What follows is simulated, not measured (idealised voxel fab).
voxel self aligned contacts: a process module
Cross-section cut spans 200 nm and uses square cells 5 nm in size.
Each cross-section below is a grid of square cells, stated as bands in top-down order, with one or more rows of cells making up each band.
Band: top height; bottom height; in nm. Then, left to right: material with width in nm, for each material. "all across": a single material spanning edge to edge. "empty": empty space.
Beneath 0, the wafer as received is one material, and that level is where height counting begins. The lowest band goes on downward without a bottom; it is written like "z 0 and below".
A width given as "30->40" starts at the first number in the band's top row and ends at the second number in its bottom row, shifting by an equal amount at every step from row to row.
You'll sometimes find "nothing different" written for a step, and that's the way of saying that nowhere in the cross-section did a cell change during that step.
Under "Enclosed void catalog" you'll find the enclosed gaps, the ones with no way out to the top, that are 8 cells or bigger; each reads width x height at distance, with distance counted from the left edge, everything in nm.
Post-settings text on a step line: simulator's own remark regarding the step.
"overlay nm" on a masked step: distance the mask lay right of its planned place, negative for left.

-- Steps planned for the process
- 1: RECEIVE | material Si
- 2: OXIDIZE | depth nm 5
- 3: DIRECTIONAL_DEP | material polySi | thk nm 30
- 4: DIRECTIONAL_DEP | material SiN | thk nm 25
- 5: MASKED_ETCH | tone cover | mask id GATE | width nm 25 | pitch nm 60 | etch materials SiN | depth nm 25 | overlay nm 0
- 6: MASKED_ETCH | tone cover | mask id GATE | width nm 25 | pitch nm 60 | etch materials polySi | depth nm 30 | overlay nm 0
- 7: CONFORMAL_DEP | material SiN | thk nm 10
- 8: DIRECTIONAL_ETCH | etch materials SiN | depth nm 10
- 9: FILL_DEP | material SiO2 | thk nm 15
- 10: CMP | height nm 65
- 11: MASKED_ETCH | tone open | mask id CONTACT | width nm 45 | pitch nm 60 | etch materials SiO2 | depth nm 70 | overlay nm 0
- 12: CONFORMAL_DEP | material TiN | thk nm 5
- 13: FILL_DEP | material W | thk nm 10
- 14: CMP | height nm 65
- 15: CONFORMAL_DEP | material SiCN | thk nm 5

-- Cross-section of the wafer at receipt, which is the condition after step 1
    z 0 and below  Si all across
    Enclosed void catalog: none

-- Figure: cross-sectional view of the wafer upon completion of the module, processed from the initial state and according to the plan depicted above, with one error introduced during execution
    z 70 to 65  SiCN all across
    z 65 to 60  45 nm SiO2 / 5 nm TiN / 35 nm W / 5 nm TiN / 15 nm SiO2 / 5 nm TiN / 35 nm W / 5 nm TiN / 50 nm SiO2
    z 60 to 55  45 nm SiO2 / 45 nm TiN / 15 nm SiO2 / 45 nm TiN / 50 nm SiO2
    z 55 to 30  35 nm SiN / 5 nm SiO2 / 55 nm SiN / 5 nm SiO2 / 55 nm SiN / 5 nm SiO2 / 40 nm SiN
    z 30 to 0  polySi all across
    z 0 to -5  SiO2 all across
    z -5 and below  Si all across
    Enclosed void catalog: none
What was the processing mistake? step 5, actual vs plan mismatch, actual run MASKED_ETCH | tone open | mask id GATE | width nm 25 | pitch nm 60 | etch materials SiN | depth nm 25 | overlay nm 0
